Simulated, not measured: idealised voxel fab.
Herein follows the process module entitled voxel transistor to metal.
Xsec cut, 195 nm wide, square cell size 5 nm.
Throughout this document, each cross-section is represented as a grid of square cells and is presented as a sequence of bands enumerated from the top downward, where a band comprises one or more rows of cells. Quick guide to a band line: top height, bottom height (nm) up front; then every material left to right with its width in nm. Only one material and it's marked "throughout"? Then it fills the band edge to edge. And "empty" just means empty space. Height reference: 0 = level under which incoming wafer is all one material. Lowest band: no bottom, runs on downward, e.g. "0..down". You'd read "30->40" like this: the band's top row of cells is as wide as the first number, its bottom row is as wide as the second, and going down, every row changes width by the same amount as the row before did. For the purposes of this document, the phrase "nothing altered" attached to a step denotes that no cell within the cross-section was modified by that step. "Encapsulated voids" - sealed voids, min. 8 cells, no opening to top; format: width x height at distance (distance from left edge; nm throughout). after a step's settings: what the simulator itself notes on the step. The "overlay nm" setting may appear on a step's line; for a step that uses a mask, it gives how far to the right of its planned position the mask lay, and a negative value indicates the left. If you're wondering how to read the rest of this, here's the deal. It's pairs of cross-sections: one from before a process step, one from after it. The after one is only drawn as far down as the lowest band that changed. Right under each pair you'll see which step sits between them and what its settings were. Don't read the pairs as one continuous story, though. They can come from different runs of this module on the same starting wafer, and a pair only carries on from the one above it where its entry headed "State before step" says so.

# State before step
  30..20 | SiO2 (50) | TiN (5) | W (5) | TiN (5) | SiO2 (65) | TiN (5) | W (5) | TiN (5) | SiO2 (50)
  20..5 | SiO2 (50) | TiN (5) | W (5) | TiN (5) | SiO2 (5) | SiN (5) | HfO2 (5) | TiN (5) | W (25) | TiN (5) | HfO2 (5) | SiN (5) | SiO2 (5) | TiN (5) | W (5) | TiN (5) | SiO2 (50)
  5..0 | SiO2 (50) | TiN (15) | SiO2 (5) | SiN (5) | HfO2 (5) | TiN (5) | W (25) | TiN (5) | HfO2 (5) | SiN (5) | SiO2 (5) | TiN (15) | SiO2 (50)
  0..-5 | SiO2 (50) | TiN (10) | nSi (10) | SiN (5) | HfO2 (5) | TiN (35) | HfO2 (5) | SiN (5) | nSi (10) | TiN (10) | SiO2 (50)
  -5..-10 | SiO2 (45) | nSi (25) | SiO2 (5) | HfO2 (45) | SiO2 (5) | nSi (25) | SiO2 (45)
  -10..-15 | SiO2 (50) | nSi (20) | Si (55) | nSi (20) | SiO2 (50)
  -15..-45 | SiO2 (50) | Si (95) | SiO2 (50)
  -45..down | Si throughout
  Encapsulated voids: none

# Result of Step
  35..30 | SiO2 throughout
  Below a height of 30, the structure has not been altered.
  Encapsulated voids: none
The cross-sections above show the structure before and after this step: DIRECTIONAL_DEP: material SiO2, thk nm 5

State before step: nothing new to draw here, it's the after view of the pair just above.

# Result of Step
  55..35 | Ru throughout
  Below a height of 35, the structure has not been altered.
  Encapsulated voids: none
The cross-sections above show the structure before and after this step: DIRECTIONAL_DEP: material Ru, thk nm 20

State before step: nothing new to draw here, it's the after view of the pair just above.

# Result of Step
  70..55 | empty (50) | resist (15) | empty (65) | resist (15) | empty (50)
  Below a height of 55, the structure has not been altered.
  Encapsulated voids: none
The cross-sections above show the structure before and after this step: PATTERN: tone cover, mask id METAL_1, material resist, width nm 15, pitch nm 80, thk nm 15, overlay nm 0

State before step: nothing new to draw here, it's the after view of the pair just above.

# Result of Step
  70..55 | empty (50) | resist (15) | empty (65) | resist (15) | empty (50)
  55..35 | empty (50) | Ru (15) | empty (65) | Ru (15) | empty (50)
  Below a height of 35, the structure has not been altered.
  Encapsulated voids: none
The cross-sections above show the structure before and after this step: DIRECTIONAL_ETCH: etch materials Ru, depth nm 20

State before step: nothing new to draw here, it's the after view of the pair just above.

# Result of Step
  55..35 | empty (50) | Ru (15) | empty (65) | Ru (15) | empty (50)
  Below a height of 35, the structure has not been altered.
  Encapsulated voids: none
The cross-sections above show the structure before and after this step: STRIP: etch materials resist

State before step: nothing new to draw here, it's the after view of the pair just above.

# Result of Step
  60..55 | lowk throughout
  55..35 | lowk (50) | Ru (15) | lowk (65) | Ru (15) | lowk (50)
  Below a height of 35, the structure has not been altered.
  Encapsulated voids: none
The cross-sections above show the structure before and after this step: FILL_DEP: material lowk, thk nm 5

State before step: nothing new to draw here, it's the after view of the pair just above.

# Result of Step
  55..35 | lowk (50) | Ru (15) | lowk (65) | Ru (15) | lowk (50)
  Below a height of 35, the structure has not been altered.
  Encapsulated voids: none
The cross-sections above show the structure before and after this step: CMP: height nm 55

State before step: nothing new to draw here, it's the after view of the pair just above.

# Result of Step
  60..55 | SiCN throughout
  Below a height of 55, the structure has not been altered.
  Encapsulated voids: none
The cross-sections above show the structure before and after this step: CONFORMAL_DEP: material SiCN, thk nm 5

State before step: nothing new to draw here, it's the after view of the pair just above.

# Result of Step
  95..60 | SiO2 throughout
  Below a height of 60, the structure has not been altered.
  Encapsulated voids: none
The cross-sections above show the structure before and after this step: DIRECTIONAL_DEP: material SiO2, thk nm 35

State before step: nothing new to draw here, it's the after view of the pair just above.

# Result of Step
  110..95 | resist (50) | empty (15) | resist (65) | empty (15) | resist (50)
  Below a height of 95, the structure has not been altered.
  Encapsulated voids: none
The cross-sections above show the structure before and after this step: PATTERN: tone open, mask id METAL_2, material resist, width nm 15, pitch nm 80, thk nm 15, overlay nm 0

State before step: nothing new to draw here, it's the after view of the pair just above.

# Result of Step
  110..95 | resist (50) | empty (15) | resist (65) | empty (15) | resist (50)
  95..75 | SiO2 (50) | empty (15) | SiO2 (65) | empty (15) | SiO2 (50)
  Below a height of 75, the structure has not been altered.
  Encapsulated voids: none
The cross-sections above show the structure before and after this step: DIRECTIONAL_ETCH: etch materials SiO2, depth nm 20

State before step: nothing new to draw here, it's the after view of the pair just above.

# Result of Step
  95..75 | SiO2 (50) | empty (15) | SiO2 (65) | empty (15) | SiO2 (50)
  Below a height of 75, the structure has not been altered.
  Encapsulated voids: none
The cross-sections above show the structure before and after this step: STRIP: etch materials resist

State before step: nothing new to draw here, it's the after view of the pair just above.

# Result of Step
  110..95 | resist (50) | empty (15) | resist (65) | empty (15) | resist (50)
  Below a height of 95, the structure has not been altered.
  Encapsulated voids: none
The cross-sections above show the structure before and after this step: PATTERN: tone open, mask id METAL_2_HOLES, material resist, width nm 15, pitch nm 80, thk nm 15, overlay nm 0

State before step: nothing new to draw here, it's the after view of the pair just above.

# Result of Step
  110..95 | resist (50) | empty (15) | resist (65) | empty (15) | resist (50)
  95..60 | SiO2 (50) | empty (15) | SiO2 (65) | empty (15) | SiO2 (50)
  Below a height of 60, the structure has not been altered.
  Encapsulated voids: none
The cross-sections above show the structure before and after this step: DIRECTIONAL_ETCH: etch materials SiO2, depth nm 15

State before step: nothing new to draw here, it's the after view of the pair just above.

# Result of Step
  110..95 | resist (50) | empty (15) | resist (65) | empty (15) | resist (50)
  95..60 | SiO2 (50) | empty (15) | SiO2 (65) | empty (15) | SiO2 (50)
  60..55 | SiCN (50) | empty (15) | SiCN (65) | empty (15) | SiCN (50)
  Below a height of 55, the structure has not been altered.
  Encapsulated voids: none
The cross-sections above show the structure before and after this step: DIRECTIONAL_ETCH: etch materials SiCN, depth nm 5

State before step: nothing new to draw here, it's the after view of the pair just above.

# Result of Step
  95..60 | SiO2 (50) | empty (15) | SiO2 (65) | empty (15) | SiO2 (50)
  Below a height of 60, the structure has not been altered.
  Encapsulated voids: none
The cross-sections above show the structure before and after this step: STRIP: etch materials resist

State before step: nothing new to draw here, it's the after view of the pair just above.

# Result of Step
  100..95 | TiN (55) | empty (5) | TiN (75) | empty (5) | TiN (55)
  95..60 | SiO2 (50) | TiN (5) | empty (5) | TiN (5) | SiO2 (65) | TiN (5) | empty (5) | TiN (5) | SiO2 (50)
  60..55 | SiCN (50) | TiN (15) | SiCN (65) | TiN (15) | SiCN (50)
  Below a height of 55, the structure has not been altered.
  Encapsulated voids: none
The cross-sections above show the structure before and after this step: CONFORMAL_DEP: material TiN, thk nm 5

State before step: nothing new to draw here, it's the after view of the pair just above.

# Result of Step
  110..100 | Cu throughout
  100..95 | TiN (55) | Cu (5) | TiN (75) | Cu (5) | TiN (55)
  95..60 | SiO2 (50) | TiN (5) | Cu (5) | TiN (5) | SiO2 (65) | TiN (5) | Cu (5) | TiN (5) | SiO2 (50)
  Below a height of 60, the structure has not been altered.
  Encapsulated voids: none
The cross-sections above show the structure before and after this step: FILL_DEP: material Cu, thk nm 10

State before step: nothing new to draw here, it's the after view of the pair just above.

# Result of Step
  95..60 | SiO2 (50) | TiN (5) | Cu (5) | TiN (5) | SiO2 (65) | TiN (5) | Cu (5) | TiN (5) | SiO2 (50)
  Below a height of 60, the structure has not been altered.
  Encapsulated voids: none
The cross-sections above show the structure before and after this step: CMP: height nm 95

State before step: nothing new to draw here, it's the after view of the pair just above.

# Result of Step
  100..95 | SiCN throughout
  Below a height of 95, the structure has not been altered.
  Encapsulated voids: none
The cross-sections above show the structure before and after this step: CONFORMAL_DEP: material SiCN, thk nm 5

# State before step
  55..35 | Ru throughout
  35..30 | TiN throughout
  30..20 | SiO2 (50) | TiN (5) | W (5) | TiN (5) | SiO2 (65) | TiN (5) | W (5) | TiN (5) | SiO2 (50)
  20..5 | SiO2 (50) | TiN (5) | W (5) | TiN (5) | SiO2 (5) | SiN (5) | HfO2 (5) | TiN (5) | W (25) | TiN (5) | HfO2 (5) | SiN (5) | SiO2 (5) | TiN (5) | W (5) | TiN (5) | SiO2 (50)
  5..0 | SiO2 (50) | TiN (15) | SiO2 (5) | SiN (5) | HfO2 (5) | TiN (5) | W (25) | TiN (5) | HfO2 (5) | SiN (5) | SiO2 (5) | TiN (15) | SiO2 (50)
  0..-5 | SiO2 (50) | TiN (10) | nSi (10) | SiN (5) | HfO2 (5) | TiN (35) | HfO2 (5) | SiN (5) | nSi (10) | TiN (10) | SiO2 (50)
  -5..-10 | SiO2 (45) | nSi (25) | SiO2 (5) | HfO2 (45) | SiO2 (5) | nSi (25) | SiO2 (45)
  -10..-15 | SiO2 (50) | nSi (20) | Si (55) | nSi (20) | SiO2 (50)
  -15..-45 | SiO2 (50) | Si (95) | SiO2 (50)
  -45..down | Si throughout
  Encapsulated voids: none

# Result of Step
  70..55 | resist (50) | empty (15) | resist (65) | empty (15) | resist (50)
  Below a height of 55, the structure has not been altered.
  Encapsulated voids: none
The cross-sections above show the structure before and after this step: PATTERN: tone open, mask id METAL_1, material resist, width nm 15, pitch nm 80, thk nm 15, overlay nm 0

State before step: nothing new to draw here, it's the after view of the pair just above.

# Result of Step
  70..55 | resist (50) | empty (15) | resist (65) | empty (15) | resist (50)
  55..35 | Ru (50) | empty (15) | Ru (65) | empty (15) | Ru (50)
  Below a height of 35, the structure has not been altered.
  Encapsulated voids: none
The cross-sections above show the structure before and after this step: DIRECTIONAL_ETCH: etch materials Ru, depth nm 20

State before step: nothing new to draw here, it's the after view of the pair just above.

# Result of Step
  70..55 | resist (50) | empty (15) | resist (65) | empty (15) | resist (50)
  55..35 | Ru (50) | empty (15) | Ru (65) | empty (15) | Ru (50)
  35..30 | TiN (50) | empty (15) | TiN (65) | empty (15) | TiN (50)
  Below a height of 30, the structure has not been altered.
  Encapsulated voids: none
The cross-sections above show the structure before and after this step: DIRECTIONAL_ETCH: etch materials TiN, depth nm 5

State before step: nothing new to draw here, it's the after view of the pair just above.

# Result of Step
  55..35 | Ru (50) | empty (15) | Ru (65) | empty (15) | Ru (50)
  Below a height of 35, the structure has not been altered.
  Encapsulated voids: none
The cross-sections above show the structure before and after this step: STRIP: etch materials resist

State before step: nothing new to draw here, it's the after view of the pair just above.

# Result of Step
  60..55 | lowk throughout
  55..35 | Ru (50) | lowk (15) | Ru (65) | lowk (15) | Ru (50)
  35..30 | TiN (50) | lowk (15) | TiN (65) | lowk (15) | TiN (50)
  Below a height of 30, the structure has not been altered.
  Encapsulated voids: none
The cross-sections above show the structure before and after this step: FILL_DEP: material lowk, thk nm 5

State before step: nothing new to draw here, it's the after view of the pair just above.

# Result of Step
  55..35 | Ru (50) | lowk (15) | Ru (65) | lowk (15) | Ru (50)
  Below a height of 35, the structure has not been altered.
  Encapsulated voids: none
The cross-sections above show the structure before and after this step: CMP: height nm 55

State before step: nothing new to draw here, it's the after view of the pair just above.

# Result of Step
  60..55 | SiCN throughout
  Below a height of 55, the structure has not been altered.
  Encapsulated voids: none
The cross-sections above show the structure before and after this step: CONFORMAL_DEP: material SiCN, thk nm 5

State before step: nothing new to draw here, it's the after view of the pair just above.

# Result of Step
  95..60 | SiO2 throughout
  Below a height of 60, the structure has not been altered.
  Encapsulated voids: none
The cross-sections above show the structure before and after this step: DIRECTIONAL_DEP: material SiO2, thk nm 35

State before step: nothing new to draw here, it's the after view of the pair just above.

# Result of Step
  110..95 | resist (50) | empty (15) | resist (65) | empty (15) | resist (50)
  Below a height of 95, the structure has not been altered.
  Encapsulated voids: none
The cross-sections above show the structure before and after this step: PATTERN: tone open, mask id METAL_2, material resist, width nm 15, pitch nm 80, thk nm 15, overlay nm 0

State before step: nothing new to draw here, it's the after view of the pair just above.

# Result of Step
  110..95 | resist (50) | empty (15) | resist (65) | empty (15) | resist (50)
  95..75 | SiO2 (50) | empty (15) | SiO2 (65) | empty (15) | SiO2 (50)
  Below a height of 75, the structure has not been altered.
  Encapsulated voids: none
The cross-sections above show the structure before and after this step: DIRECTIONAL_ETCH: etch materials SiO2, depth nm 20

State before step: nothing new to draw here, it's the after view of the pair just above.

# Result of Step
  95..75 | SiO2 (50) | empty (15) | SiO2 (65) | empty (15) | SiO2 (50)
  Below a height of 75, the structure has not been altered.
  Encapsulated voids: none
The cross-sections above show the structure before and after this step: STRIP: etch materials resist

State before step: nothing new to draw here, it's the after view of the pair just above.

# Result of Step
  110..95 | resist (50) | empty (15) | resist (65) | empty (15) | resist (50)
  Below a height of 95, the structure has not been altered.
  Encapsulated voids: none
The cross-sections above show the structure before and after this step: PATTERN: tone open, mask id METAL_2_HOLES, material resist, width nm 15, pitch nm 80, thk nm 15, overlay nm 0

State before step: nothing new to draw here, it's the after view of the pair just above.

# Result of Step
  110..95 | resist (50) | empty (15) | resist (65) | empty (15) | resist (50)
  95..60 | SiO2 (50) | empty (15) | SiO2 (65) | empty (15) | SiO2 (50)
  Below a height of 60, the structure has not been altered.
  Encapsulated voids: none
The cross-sections above show the structure before and after this step: DIRECTIONAL_ETCH: etch materials SiO2, depth nm 15

State before step: nothing new to draw here, it's the after view of the pair just above.

# Result of Step
  110..95 | resist (50) | empty (15) | resist (65) | empty (15) | resist (50)
  95..60 | SiO2 (50) | empty (15) | SiO2 (65) | empty (15) | SiO2 (50)
  60..55 | SiCN (50) | empty (15) | SiCN (65) | empty (15) | SiCN (50)
  Below a height of 55, the structure has not been altered.
  Encapsulated voids: none
The cross-sections above show the structure before and after this step: DIRECTIONAL_ETCH: etch materials SiCN, depth nm 5

State before step: nothing new to draw here, it's the after view of the pair just above.

# Result of Step
  95..60 | SiO2 (50) | empty (15) | SiO2 (65) | empty (15) | SiO2 (50)
  Below a height of 60, the structure has not been altered.
  Encapsulated voids: none
The cross-sections above show the structure before and after this step: STRIP: etch materials resist

State before step: nothing new to draw here, it's the after view of the pair just above.

# Result of Step
  100..95 | TiN (55) | empty (5) | TiN (75) | empty (5) | TiN (55)
  95..60 | SiO2 (50) | TiN (5) | empty (5) | TiN (5) | SiO2 (65) | TiN (5) | empty (5) | TiN (5) | SiO2 (50)
  60..55 | SiCN (50) | TiN (15) | SiCN (65) | TiN (15) | SiCN (50)
  Below a height of 55, the structure has not been altered.
  Encapsulated voids: none
The cross-sections above show the structure before and after this step: CONFORMAL_DEP: material TiN, thk nm 5

State before step: nothing new to draw here, it's the after view of the pair just above.

# Result of Step
  110..100 | Cu throughout
  100..95 | TiN (55) | Cu (5) | TiN (75) | Cu (5) | TiN (55)
  95..60 | SiO2 (50) | TiN (5) | Cu (5) | TiN (5) | SiO2 (65) | TiN (5) | Cu (5) | TiN (5) | SiO2 (50)
  Below a height of 60, the structure has not been altered.
  Encapsulated voids: none
The cross-sections above show the structure before and after this step: FILL_DEP: material Cu, thk nm 10

State before step: nothing new to draw here, it's the after view of the pair just above.

# Result of Step
  95..60 | SiO2 (50) | TiN (5) | Cu (5) | TiN (5) | SiO2 (65) | TiN (5) | Cu (5) | TiN (5) | SiO2 (50)
  Below a height of 60, the structure has not been altered.
  Encapsulated voids: none
The cross-sections above show the structure before and after this step: CMP: height nm 95

State before step: nothing new to draw here, it's the after view of the pair just above.

# Result of Step
  100..95 | SiCN throughout
  Below a height of 95, the structure has not been altered.
  Encapsulated voids: none
The cross-sections above show the structure before and after this step: CONFORMAL_DEP: material SiCN, thk nm 5
